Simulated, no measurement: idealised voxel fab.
You're looking at the process module voxel self aligned contacts.
FYI the section here is cut, 220 nm wide, cells are 5 nm squares.
Square cells in a grid make up a cross-section in this document, and the grid is given as bands, listed from the top down, each one or more rows of cells.
A band entry consists of two parts. The first gives the height of the band's top and the height of its bottom, in nm. The rest lists the band's materials from left to right, each with its width in nm. A single material labelled with the word "everywhere" fills the band from edge to edge, and the word "empty" marks empty space.
Heights are measured from 0, the level below which the as-received wafer is all one material; the lowest band has no bottom and continues downward, written as in "0 nm and below".
A two-number width, for instance "30..40", indicates that the width is equal to the first number in the top row of the band and to the second number in the bottom row, and that it changes by a constant amount per row of cells.
A step reported as "left unchanged" is a step in which no cell of the cross-section changed.
Look at "Enclosed void inventory" for the closed voids: empty spaces with no open path to the top, sized 8 cells or up. Each is width x height at distance, distance from the left edge, all nm.
Past the settings on a step's line: simulator remark, on that step.
overlay nm: right-of-plan distance of the mask on a masked step; negative values mean left-of-plan.

-- Steps planned for the process
1: op RECEIVE | material Si
2: op OXIDIZE | depth nm 5
3: op DIRECTIONAL_DEP | material polySi | thk nm 20
4: op DIRECTIONAL_DEP | material SiN | thk nm 15
5: op PATTERN | tone cover | mask id GATE | material resist | width nm 25 | pitch nm 50 | thk nm 15 | overlay nm 0
6: op DIRECTIONAL_ETCH | etch materials SiN | depth nm 15
7: op DIRECTIONAL_ETCH | etch materials polySi | depth nm 20
8: op STRIP | etch materials resist
9: op CONFORMAL_DEP | material SiN | thk nm 5
10: op DIRECTIONAL_ETCH | etch materials SiN | depth nm 5
11: op FILL_DEP | material SiO2 | thk nm 10
12: op CMP | height nm 40
13: op PATTERN | tone open | mask id CONTACT | material resist | width nm 35 | pitch nm 50 | thk nm 15 | overlay nm 0
14: op DIRECTIONAL_ETCH | etch materials SiO2 | depth nm 45
15: op STRIP | etch materials resist
16: op CONFORMAL_DEP | material TiN | thk nm 5
17: op FILL_DEP | material Ru | thk nm 10
18: op CMP | height nm 40
19: op CONFORMAL_DEP | material SiCN | thk nm 5

-- Cross-section of the wafer as it came to us, i.e., already through step 1
0 nm and below = Si everywhere
Enclosed void inventory: none

-- Below is the wafer in cross-section after the module was completed. It began from the starting point shown above and followed the plan shown above, except that one mistake was made while running it
45 nm to 40 nm = polySi everywhere
40 nm to 35 nm = SiO2=65, TiN=15, Ru=5, TiN=15, SiO2=15, TiN=15, Ru=5, TiN=15, SiO2=70
35 nm to 20 nm = SiO2=40, SiN=35, TiN=5, Ru=5, TiN=5, SiN=35, TiN=5, Ru=5, TiN=5, SiN=35, SiO2=45
20 nm to 0 nm = SiO2=40, SiN=5, polySi=25, SiN=5, TiN=5, Ru=5, TiN=5, SiN=5, polySi=25, SiN=5, TiN=5, Ru=5, TiN=5, SiN=5, polySi=25, SiN=5, SiO2=45
0 nm to -5 nm = SiO2=75, TiN=15, SiO2=35, TiN=15, SiO2=80
-5 nm and below = Si everywhere
Enclosed void inventory: none
The mistake made against the process plan was this: note that step 19 departed from the planned setting and was carried out as op CONFORMAL_DEP | material polySi | thk nm 5
